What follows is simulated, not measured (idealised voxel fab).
The name of this process module is voxel tone inversion.
Each square cell in cross-section cut measures 5 nm, and the section as a whole is 180 nm wide.
Cross-section spec: square-cell grid; bands listed top down; each band is one or more rows. Read a band's entry like this: the first values are the height of its top and the height of its bottom in nm, and what follows is the sequence of materials from left to right, each with its width in nm. Note that "blank" is empty space, and that a single material marked "edge to edge" reaches across the band from edge to edge. Where do heights start? At 0: under that level the wafer as delivered is made of one material only. And the lowest band has no floor; it just carries on downward, as in "0 down". Per-row width for "30 to 40": begins at first number (top row of band), ends at second number (bottom row), increment between rows held constant. It should be understood that the words "all unchanged", when stated for a given step, signify that the cross-section underwent no change in any of its cells during that step. "Unvented cavities" contains a list of empty spaces, each no smaller than 8 cells and without an open way to the top, written in the form width x height at distance with the distance from the left edge and all three in nm. Step line, after settings: the simulator's comment on this step. On any step carrying a mask, the "overlay nm" setting, if present on the step's line, tells how far right of its planned place the mask lay; negative values point to the left.
THE PROCESS STEPS THAT WERE PLANNED ARE LISTED BELOW
1,RECEIVE [material Si]
2,CONFORMAL_DEP [material SiN] [thk nm 5]
3,DIRECTIONAL_DEP [material aC] [thk nm 15]
4,PATTERN [tone cover] [mask id POSTS] [material resist] [width nm 15] [pitch nm 40] [thk nm 20] [overlay nm 0]
5,DIRECTIONAL_ETCH [etch materials aC] [depth nm 15]
6,STRIP [etch materials resist]
7,FILL_DEP [material SiO2] [thk nm 5]
8,CMP [height nm 20]
9,STRIP [etch materials aC]
FIRST OUT OF TWO WAFERS; RUN WENT TO PLAN
WAFER CROSS-SECTION ON RECEIPT, I.E. AFTER STEP 1
* 0 down  Si edge to edge
* Unvented cavities: none
WAFER XSEC, POST STEP 2
* 5 to 0  SiN edge to edge
* Heights below 0 show no change.
WAFER XSEC, POST STEP 3
* 20 to 5  aC edge to edge
* Heights below 5 show no change.
WAFER XSEC, POST STEP 4
* 40 to 20  40 blank, 15 resist, 25 blank, 15 resist, 25 blank, 15 resist, 45 blank
* Heights below 20 show no change.
WAFER XSEC, POST STEP 5
* 25 to 20  40 blank, 15 resist, 25 blank, 15 resist, 25 blank, 15 resist, 45 blank
* 20 to 5  40 blank, 15 aC, 25 blank, 15 aC, 25 blank, 15 aC, 45 blank
* Heights below 5 show no change.
WAFER XSEC, POST STEP 6
* 20 to 5  40 blank, 15 aC, 25 blank, 15 aC, 25 blank, 15 aC, 45 blank
* Heights below 5 show no change.
WAFER XSEC, POST STEP 7
* 25 to 20  SiO2 edge to edge
* 20 to 5  40 SiO2, 15 aC, 25 SiO2, 15 aC, 25 SiO2, 15 aC, 45 SiO2
* Heights below 5 show no change.
WAFER XSEC, POST STEP 8
* 20 to 5  40 SiO2, 15 aC, 25 SiO2, 15 aC, 25 SiO2, 15 aC, 45 SiO2
* Heights below 5 show no change.
WAFER XSEC, POST STEP 9
* 20 to 5  40 SiO2, 15 blank, 25 SiO2, 15 blank, 25 SiO2, 15 blank, 45 SiO2
* Heights below 5 show no change.
WAFER TWO. SAME START, SAME PLAN, ONE SLIP IN EXECUTION. SAME AS WAFER ONE THROUGH STEP 1, INCLUSIVE
SECOND WAFER PROFILE IN SECTION, AT THE MOMENT STEP 2 OF THE PLAN WAS MEANT TO BE COMPLETE
* 15 to 0  aC edge to edge
* Heights below 0 show no change.
SECOND WAFER PROFILE IN SECTION, AT THE MOMENT STEP 3 OF THE PLAN WAS MEANT TO BE COMPLETE
* 20 to 15  SiN edge to edge
* Heights below 15 show no change.
SECOND WAFER PROFILE IN SECTION, AT THE MOMENT STEP 4 OF THE PLAN WAS MEANT TO BE COMPLETE
* 40 to 20  40 blank, 15 resist, 25 blank, 15 resist, 25 blank, 15 resist, 45 blank
* Heights below 20 show no change.
SECOND WAFER PROFILE IN SECTION, AT THE MOMENT STEP 5 OF THE PLAN WAS MEANT TO BE COMPLETE
* 25 to 20  40 blank, 15 resist, 25 blank, 15 resist, 25 blank, 15 resist, 45 blank
* Heights below 20 show no change.
SECOND WAFER PROFILE IN SECTION, AT THE MOMENT STEP 6 OF THE PLAN WAS MEANT TO BE COMPLETE
* 20 to 15  SiN edge to edge
* Heights below 15 show no change.
SECOND WAFER PROFILE IN SECTION, AT THE MOMENT STEP 7 OF THE PLAN WAS MEANT TO BE COMPLETE
* 25 to 20  SiO2 edge to edge
* Heights below 20 show no change.
SECOND WAFER PROFILE IN SECTION, AT THE MOMENT STEP 8 OF THE PLAN WAS MEANT TO BE COMPLETE
* 20 to 15  SiN edge to edge
* Heights below 15 show no change.
Second wafer profile in section, at the moment step 9 of the plan was meant to be complete: all unchanged
Deviation from plan: steps 2 and 3 of the plan were run in the wrong order, each in the other's place
FYI, end of process, the second wafer has more or fewer cells of some materials than the first: -81 SiO2; +108 aC
